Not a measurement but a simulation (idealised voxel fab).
Presented below is a process module, voxel trench capacitor.
The figure presents cross-section cut, which has a width of 245 nm and is divided into square cells with an edge length of 5 nm.
Just so we're on the same page, the cross-sections are grids of square cells, and they're listed out in bands top to bottom, each band one or more rows deep. In this notation a band is specified by the heights of its top and bottom, in that order and in nm, after which its materials appear from left to right, each paired with its width in nm. The word "full width" attached to a single material means that material fills the band from edge to edge; the word "blank" stands for empty space. Height reference: 0 = level under which incoming wafer is all one material. Lowest band: no bottom, runs on downward, e.g. "z 0 and below". Graded width ("30->40"): value in top row of band = first number; value in bottom row = second number; row-to-row change constant. The cross-section has no changed cell in any step marked "nothing altered". Reported under the label "Closed void register" are the empty spaces having no open way to the top and comprising 8 cells or more; the notation for each is width x height at distance, in which the distance is measured from the left edge and all three values are in nm. Step line, after settings: the simulator's comment on this step. What "overlay nm" on a step's line means: if the step has a mask, that mask lay this far to the right of its planned place, or, when the value is negative, to the left.
Process steps (planned)
1) RECEIVE: material Si
2) CONFORMAL_DEP: material SiN, thk nm 10
3) MASKED_ETCH: tone open, mask id TRENCH, width nm 20, pitch nm 40, etch materials SiN, depth nm 10, overlay nm 0
4) MASKED_ETCH: tone open, mask id TRENCH, width nm 20, pitch nm 40, etch materials Si, depth nm 30, overlay nm 0
5) CONFORMAL_DEP: material SiO2, thk nm 5
6) FILL_DEP: material polySi, thk nm 10
7) CMP: height nm 10
Delivered wafer in cross-section: state after step 1
  z 0 and below: Si full width
  Closed void register: none
The module was run from the start shown above using the plan shown above, but one mistake was made doing it; the resulting wafer cross-section is below
  z 25 to 15: polySi full width
  z 15 to 10: SiO2 95  polySi 10  SiO2 30  polySi 10  SiO2 100
  z 10 to 0: SiN 90  SiO2 5  polySi 10  SiO2 5  SiN 20  SiO2 5  polySi 10  SiO2 5  SiN 95
  z 0 to -25: Si 90  SiO2 5  polySi 10  SiO2 5  Si 20  SiO2 5  polySi 10  SiO2 5  Si 95
  z -25 to -30: Si 90  SiO2 20  Si 20  SiO2 20  Si 95
  z -30 and below: Si full width
  Closed void register: none
Error vs. plan: no execution of plan step 7; skipped
